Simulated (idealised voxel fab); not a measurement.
The following process module bears the name voxel capacitor over wiring.
This is section cut - it's 295 nm across, gridded in 5 nm square cells.
We lay out every cross-section as a grid of square cells and spell it out in bands from the top down, where one band means one or more rows of cells. The band entry comprises the height of the band's top followed by the height of its bottom, expressed in nm, and subsequently the band's materials from left to right, each stated together with its width in nm. Where a single material is marked with the word "edge to edge", that material fills the band from edge to edge. The word "air" represents empty space. Heights are measured from 0, the level below which the as-received wafer is all one material; the lowest band has no bottom and continues downward, written as in "from 0 down". So if you see something like "30..40" for the width, read it as the top row of the band sitting at the first number and the bottom row at the second, with every row in between moving by the same amount as the last. Reading "remains unaltered" for a step: not a cell of the cross-section changed in it. Entry "Closed void roster". Content: empty spaces with no open connection to the top, size 8 cells or greater. Each: width x height at distance. Distance: from left edge. Unit: nm. If you see something after the settings on a step's line, that's the simulator's own remark about that step. For masked steps, "overlay nm" on the step line gives how far right of plan the mask actually lay; a minus sign means it lay to the left.

### Below is the list of planned process steps
1) RECEIVE [material Si]
2) CONFORMAL_DEP [material SiO2] [thk nm 15]
3) CONFORMAL_DEP [material SiCN] [thk nm 5]
4) DIRECTIONAL_DEP [material SiO2] [thk nm 25]
5) PATTERN [tone open] [mask id METAL_1] [material resist] [width nm 30] [pitch nm 95] [thk nm 20] [overlay nm 0]
6) DIRECTIONAL_ETCH [etch materials SiO2] [depth nm 25]
7) DIRECTIONAL_ETCH [etch materials SiCN] [depth nm 5]
8) STRIP [etch materials resist]
9) CONFORMAL_DEP [material TiN] [thk nm 5]
10) FILL_DEP [material Cu] [thk nm 10]
11) CMP [height nm 45]
12) CONFORMAL_DEP [material SiCN] [thk nm 5]
13) DIRECTIONAL_DEP [material SiO2] [thk nm 10]
14) MASKED_ETCH [tone open] [mask id PLUG_1] [width nm 15] [etch materials SiO2] [depth nm 10] [overlay nm 0]
15) MASKED_ETCH [tone open] [mask id PLUG_1] [width nm 15] [etch materials SiCN] [depth nm 5] [overlay nm 0]
16) EPI [material Ru] [thk nm 10]
17) EPI [material Ru] [thk nm 5]
18) DIRECTIONAL_DEP [material TiN] [thk nm 5]
19) DIRECTIONAL_DEP [material SiN] [thk nm 5]
20) DIRECTIONAL_DEP [material TiN] [thk nm 5]
21) MASKED_ETCH [tone cover] [mask id UPPER_PLATE] [width nm 70] [etch materials TiN] [depth nm 5] [overlay nm 0]
22) MASKED_ETCH [tone cover] [mask id UPPER_PLATE] [width nm 70] [etch materials SiN] [depth nm 5] [overlay nm 0]
23) DIRECTIONAL_DEP [material aC] [thk nm 15]
24) PATTERN [tone cover] [mask id LOWER_PLATE] [material resist] [width nm 80] [thk nm 35] [overlay nm 0]
25) DIRECTIONAL_ETCH [etch materials aC] [depth nm 15]
26) STRIP [etch materials resist]
27) DIRECTIONAL_ETCH [etch materials TiN] [depth nm 5]
28) STRIP [etch materials aC]
29) FILL_DEP [material SiO2] [thk nm 15]
30) CMP [height nm 85]
31) DIRECTIONAL_DEP [material aC] [thk nm 10]
32) PATTERN [tone open] [mask id PLUG_2] [material resist] [width nm 15] [thk nm 25] [overlay nm 0]
33) DIRECTIONAL_ETCH [etch materials aC] [depth nm 10]
34) STRIP [etch materials resist]
35) DIRECTIONAL_ETCH [etch materials SiO2] [depth nm 10]
36) STRIP [etch materials aC]
37) CONFORMAL_DEP [material TiN] [thk nm 5]
38) FILL_DEP [material Ru] [thk nm 5]
39) CMP [height nm 85]
40) CONFORMAL_DEP [material SiCN] [thk nm 5]

### Step 1 complete: cross-section of the wafer as received
> from 0 down | Si edge to edge
> Closed void roster: none

### Same starting wafer, same plan as above, one mistake in the execution; this is the cross-section at the end of the module
> from 90 to 85 | SiCN edge to edge
> from 85 to 80 | SiO2 (110) | TiN (5) | Ru (5) | TiN (5) | SiO2 (170)
> from 80 to 70 | SiO2 (110..100) | TiN (15..25) | SiO2 (170)
> from 70 to 65 | SiO2 (100) | SiN (25) | SiO2 (170)
> from 65 to 60 | SiO2 (95) | TiN (75) | SiO2 (125)
> from 60 to 55 | SiO2 (90) | Ru (35) | SiN (45) | SiO2 (125)
> from 55 to 50 | SiO2 (90) | Ru (35) | TiN (50) | SiO2 (120)
> from 50 to 45 | SiCN (100) | Ru (15) | SiCN (180)
> from 45 to 20 | SiO2 (85) | TiN (5) | Cu (20) | TiN (5) | SiO2 (65) | TiN (5) | Cu (20) | TiN (5) | SiO2 (85)
> from 20 to 15 | SiCN (85) | TiN (30) | SiCN (65) | TiN (30) | SiCN (85)
> from 15 to 0 | SiO2 edge to edge
> from 0 down | Si edge to edge
> Closed void roster: none
Which mistake was made when the wafer was run? plan step 13 skipped
